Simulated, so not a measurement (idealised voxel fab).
Title: Process Module voxel ribs on slabs
Square cell edge 5 nm, section width 270 nm, ID cut.
When this document writes out a cross-section, it uses a grid of square cells and lists it as bands, beginning at the top and moving down, with a band standing for one or more rows of cells.
Band: top height; bottom height; in nm. Then, left to right: material with width in nm, for each material. "full width": a single material spanning edge to edge. "air": empty space.
Heads up on the height convention: 0 is the point under which the incoming wafer is all one material, and the lowest band has no bottom, it just keeps going down, like "z 0 and below".
Top row gets the first number, bottom row gets the second, and each row in between changes by the same step: that is how a band width like "30->40" works.
For the purposes of this document, the phrase "nothing altered" attached to a step denotes that no cell within the cross-section was modified by that step.
In "Enclosed void entries" the enclosed voids are listed, meaning empty spaces of 8 cells or larger without any opening to the top. The form is width x height at distance, distance from the left edge, units nm.
On a step's line, text after the settings is the simulator commenting on that step.
The optional step-line setting "overlay nm" applies to steps with a mask and quantifies how far to the right of its planned location the mask lay, a negative value indicating leftward placement.

This section lists the process steps that were planned
| 1 | RECEIVE,material Si |
| 2 | DIRECTIONAL_DEP,material SiO2,thk nm 30 |
| 3 | DIRECTIONAL_DEP,material polySi,thk nm 20 |
| 4 | PATTERN,tone cover,mask id RIB,material resist,width nm 20,thk nm 15,overlay nm 0 |
| 5 | DIRECTIONAL_ETCH,etch materials polySi,depth nm 5 |
| 6 | STRIP,etch materials resist |
| 7 | DIRECTIONAL_DEP,material aC,thk nm 15 |
| 8 | PATTERN,tone cover,mask id SLAB,material resist,width nm 50,thk nm 35,overlay nm 0 |
| 9 | DIRECTIONAL_ETCH,etch materials aC,depth nm 15 |
| 10 | STRIP,etch materials resist |
| 11 | DIRECTIONAL_ETCH,etch materials polySi,depth nm 15 |
| 12 | STRIP,etch materials aC |
| 13 | FILL_DEP,material SiO2,thk nm 25 |
| 14 | CMP,height nm 65 |
| 15 | DIRECTIONAL_DEP,material TiN,thk nm 5 |
| 16 | PATTERN,tone cover,mask id HEATER,material resist,width nm 30,thk nm 15,overlay nm 0 |
| 17 | DIRECTIONAL_ETCH,etch materials TiN,depth nm 5 |
| 18 | STRIP,etch materials resist |
| 19 | CONFORMAL_DEP,material SiO2,thk nm 10 |

Wafer cross-section on receipt, i.e. after step 1
- z 0 and below = Si full width
- Enclosed void entries: none

First wafer of two, sectioned at end of module; run went per plan
- z 80 to 75 = air=110, then SiO2=50, then air=110
- z 75 to 70 = SiO2 full width
- z 70 to 65 = SiO2=120, then TiN=30, then SiO2=120
- z 65 to 50 = SiO2 full width
- z 50 to 45 = SiO2=125, then polySi=20, then SiO2=125
- z 45 to 30 = SiO2=110, then polySi=50, then SiO2=110
- z 30 to 0 = SiO2 full width
- z 0 and below = Si full width
- Enclosed void entries: none

Wafer two cross-section, module end. Start and plan unchanged from wafer one; one mistake made during the run
- z 80 to 75 = air=110, then SiO2=50, then air=110
- z 75 to 70 = SiO2 full width
- z 70 to 65 = SiO2=120, then TiN=30, then SiO2=120
- z 65 to 50 = SiO2 full width
- z 50 to 45 = SiO2=125, then polySi=20, then SiO2=125
- z 45 to 30 = SiO2=105, then polySi=50, then SiO2=115
- z 30 to 0 = SiO2 full width
- z 0 and below = Si full width
- Enclosed void entries: none
Which mistake was made when the wafer was run? contrary to plan, step 8 was performed as PATTERN,tone cover,mask id SLAB,material resist,width nm 50,thk nm 35,overlay nm -5
When the process is done, the second wafer contains the same cell count of every material as the first wafer, but distributed over other locations.
